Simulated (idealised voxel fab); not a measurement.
Presented below is a process module, voxel wiring stack.
Section cut is 205 nm wide and gridded with 5 nm square cells.
Format of a cross-section: grid, square cells. Given as bands. Order: top down. Band: one or more rows of cells.
Each band's line starts with the height of the band's top and of its bottom, in nm. Then come its materials from left to right, each with its width in nm. One material with "all across" fills the band from edge to edge. "blank" is empty space.
Height reference: 0 = level under which incoming wafer is all one material. Lowest band: no bottom, runs on downward, e.g. "0 nm and below".
A width given as "30 to 40" starts at the first number in the band's top row and ends at the second number in its bottom row, shifting by an equal amount at every step from row to row.
"no alteration" after a step means that no cell of the cross-section changed.
Entry "Sealed void listing". Content: empty spaces with no open connection to the top, size 8 cells or greater. Each: width x height at distance. Distance: from left edge. Unit: nm.
Read whatever lies past the settings on a step's line as the simulator's own remark about the step.
When a step includes a mask, the "overlay nm" setting on its line states how far to the right of its planned place that mask lay, and negative values state how far to the left.

Set out below are the planned steps of the process:
- 1: RECEIVE with material Si
- 2: CONFORMAL_DEP with material SiO2, thk nm 15
- 3: DIRECTIONAL_DEP with material TiN, thk nm 5
- 4: DIRECTIONAL_DEP with material W, thk nm 15
- 5: MASKED_ETCH with tone cover, mask id METAL_1, width nm 25, pitch nm 55, etch materials W, depth nm 15, overlay nm 0
- 6: MASKED_ETCH with tone cover, mask id METAL_1, width nm 25, pitch nm 55, etch materials TiN, depth nm 5, overlay nm 0
- 7: CONFORMAL_DEP with material SiCN, thk nm 5
- 8: FILL_DEP with material SiO2, thk nm 10
- 9: CMP with height nm 35
- 10: CONFORMAL_DEP with material SiCN, thk nm 5
- 11: DIRECTIONAL_DEP with material SiO2, thk nm 20
- 12: PATTERN with tone open, mask id PLUG_1, material resist, width nm 15, pitch nm 55, thk nm 15, overlay nm 0
- 13: DIRECTIONAL_ETCH with etch materials SiO2, depth nm 20
- 14: DIRECTIONAL_ETCH with etch materials SiCN, depth nm 5
- 15: STRIP with etch materials resist
- 16: CONFORMAL_DEP with material TiN, thk nm 5
- 17: FILL_DEP with material Cu, thk nm 5
- 18: CMP with height nm 60
- 19: CONFORMAL_DEP with material SiCN, thk nm 5
- 20: DIRECTIONAL_DEP with material lowk, thk nm 15
- 21: DIRECTIONAL_DEP with material aC, thk nm 10
- 22: PATTERN with tone open, mask id METAL_2, material resist, width nm 25, pitch nm 55, thk nm 25, overlay nm 0
- 23: DIRECTIONAL_ETCH with etch materials aC, depth nm 10
- 24: STRIP with etch materials resist
- 25: DIRECTIONAL_ETCH with etch materials lowk, depth nm 15
- 26: DIRECTIONAL_ETCH with etch materials SiCN, depth nm 5
- 27: STRIP with etch materials aC
- 28: CONFORMAL_DEP with material TiN, thk nm 5
- 29: FILL_DEP with material Cu, thk nm 10
- 30: CMP with height nm 80
- 31: CONFORMAL_DEP with material SiCN, thk nm 5
- 32: DIRECTIONAL_DEP with material SiO2, thk nm 15
- 33: PATTERN with tone open, mask id PLUG_2, material resist, width nm 15, pitch nm 55, thk nm 20, overlay nm 0
- 34: DIRECTIONAL_ETCH with etch materials SiO2, depth nm 15
- 35: DIRECTIONAL_ETCH with etch materials SiCN, depth nm 5
- 36: STRIP with etch materials resist
- 37: EPI with material Ru, thk nm 10
- 38: EPI with material Ru, thk nm 10
- 39: CONFORMAL_DEP with material SiCN, thk nm 5
- 40: DIRECTIONAL_DEP with material SiO2, thk nm 20
- 41: DIRECTIONAL_DEP with material aC, thk nm 10
- 42: PATTERN with tone open, mask id METAL_3, material resist, width nm 25, pitch nm 55, thk nm 25, overlay nm 0
- 43: DIRECTIONAL_ETCH with etch materials aC, depth nm 10
- 44: STRIP with etch materials resist
- 45: DIRECTIONAL_ETCH with etch materials SiO2, depth nm 20
- 46: DIRECTIONAL_ETCH with etch materials SiCN, depth nm 5
- 47: STRIP with etch materials aC
- 48: CONFORMAL_DEP with material TiN, thk nm 5
- 49: FILL_DEP with material Ru, thk nm 10
- 50: CMP with height nm 125
- 51: CONFORMAL_DEP with material SiN, thk nm 5

Here's what the wafer looked like in cross-section when it arrived - that's after step 1:
> 0 nm and below  Si all across
> Sealed void listing: none

Cross-section: first of two wafers, module finished, run according to plan:
> 130 nm to 125 nm  SiN all across
> 125 nm to 105 nm  60 nm SiO2; 5 nm TiN; 15 nm Ru; 5 nm TiN; 30 nm SiO2; 5 nm TiN; 15 nm Ru; 5 nm TiN; 65 nm SiO2
> 105 nm to 100 nm  60 nm SiCN; 25 nm TiN; 30 nm SiCN; 25 nm TiN; 65 nm SiCN
> 100 nm to 85 nm  60 nm SiO2; 15 nm Ru; 40 nm SiO2; 15 nm Ru; 75 nm SiO2
> 85 nm to 80 nm  60 nm SiCN; 15 nm Ru; 40 nm SiCN; 15 nm Ru; 75 nm SiCN
> 80 nm to 65 nm  60 nm lowk; 5 nm TiN; 15 nm Cu; 5 nm TiN; 30 nm lowk; 5 nm TiN; 15 nm Cu; 5 nm TiN; 65 nm lowk
> 65 nm to 60 nm  60 nm SiCN; 25 nm TiN; 30 nm SiCN; 25 nm TiN; 65 nm SiCN
> 60 nm to 40 nm  60 nm SiO2; 5 nm TiN; 5 nm Cu; 5 nm TiN; 40 nm SiO2; 5 nm TiN; 5 nm Cu; 5 nm TiN; 75 nm SiO2
> 40 nm to 35 nm  60 nm SiCN; 15 nm TiN; 40 nm SiCN; 15 nm TiN; 75 nm SiCN
> 35 nm to 20 nm  55 nm SiO2; 5 nm SiCN; 25 nm W; 5 nm SiCN; 20 nm SiO2; 5 nm SiCN; 25 nm W; 5 nm SiCN; 60 nm SiO2
> 20 nm to 15 nm  60 nm SiCN; 25 nm TiN; 30 nm SiCN; 25 nm TiN; 65 nm SiCN
> 15 nm to 0 nm  SiO2 all across
> 0 nm and below  Si all across
> Sealed void listing: none

Second wafer through the module, sectioned at the end: same beginning and same plan as the first wafer, with one mistake in carrying it out:
> 130 nm to 125 nm  SiN all across
> 125 nm to 105 nm  60 nm SiO2; 5 nm TiN; 15 nm Ru; 5 nm TiN; 30 nm SiO2; 5 nm TiN; 15 nm Ru; 5 nm TiN; 65 nm SiO2
> 105 nm to 100 nm  60 nm SiCN; 25 nm TiN; 30 nm SiCN; 25 nm TiN; 65 nm SiCN
> 100 nm to 85 nm  60 nm SiO2; 15 nm Ru; 40 nm SiO2; 15 nm Ru; 75 nm SiO2
> 85 nm to 80 nm  60 nm SiCN; 15 nm Ru; 40 nm SiCN; 15 nm Ru; 75 nm SiCN
> 80 nm to 70 nm  60 nm lowk; 5 nm TiN; 15 nm Cu; 5 nm TiN; 30 nm lowk; 5 nm TiN; 15 nm Cu; 5 nm TiN; 65 nm lowk
> 70 nm to 65 nm  60 nm SiCN; 25 nm TiN; 30 nm SiCN; 25 nm TiN; 65 nm SiCN
> 65 nm to 60 nm  65 nm TiN; 5 nm Cu; 50 nm TiN; 5 nm Cu; 80 nm TiN
> 60 nm to 40 nm  60 nm SiO2; 5 nm TiN; 5 nm Cu; 5 nm TiN; 40 nm SiO2; 5 nm TiN; 5 nm Cu; 5 nm TiN; 75 nm SiO2
> 40 nm to 35 nm  60 nm SiCN; 15 nm TiN; 40 nm SiCN; 15 nm TiN; 75 nm SiCN
> 35 nm to 20 nm  55 nm SiO2; 5 nm SiCN; 25 nm W; 5 nm SiCN; 20 nm SiO2; 5 nm SiCN; 25 nm W; 5 nm SiCN; 60 nm SiO2
> 20 nm to 15 nm  60 nm SiCN; 25 nm TiN; 30 nm SiCN; 25 nm TiN; 65 nm SiCN
> 15 nm to 0 nm  SiO2 all across
> 0 nm and below  Si all across
> Sealed void listing: none
Plan not followed: step 18: run off-plan, actual operation and settings CMP with height nm 65
Final wafer comparison in cells, second versus first, more or fewer per material: Cu -4 | TiN +35 | lowk -31
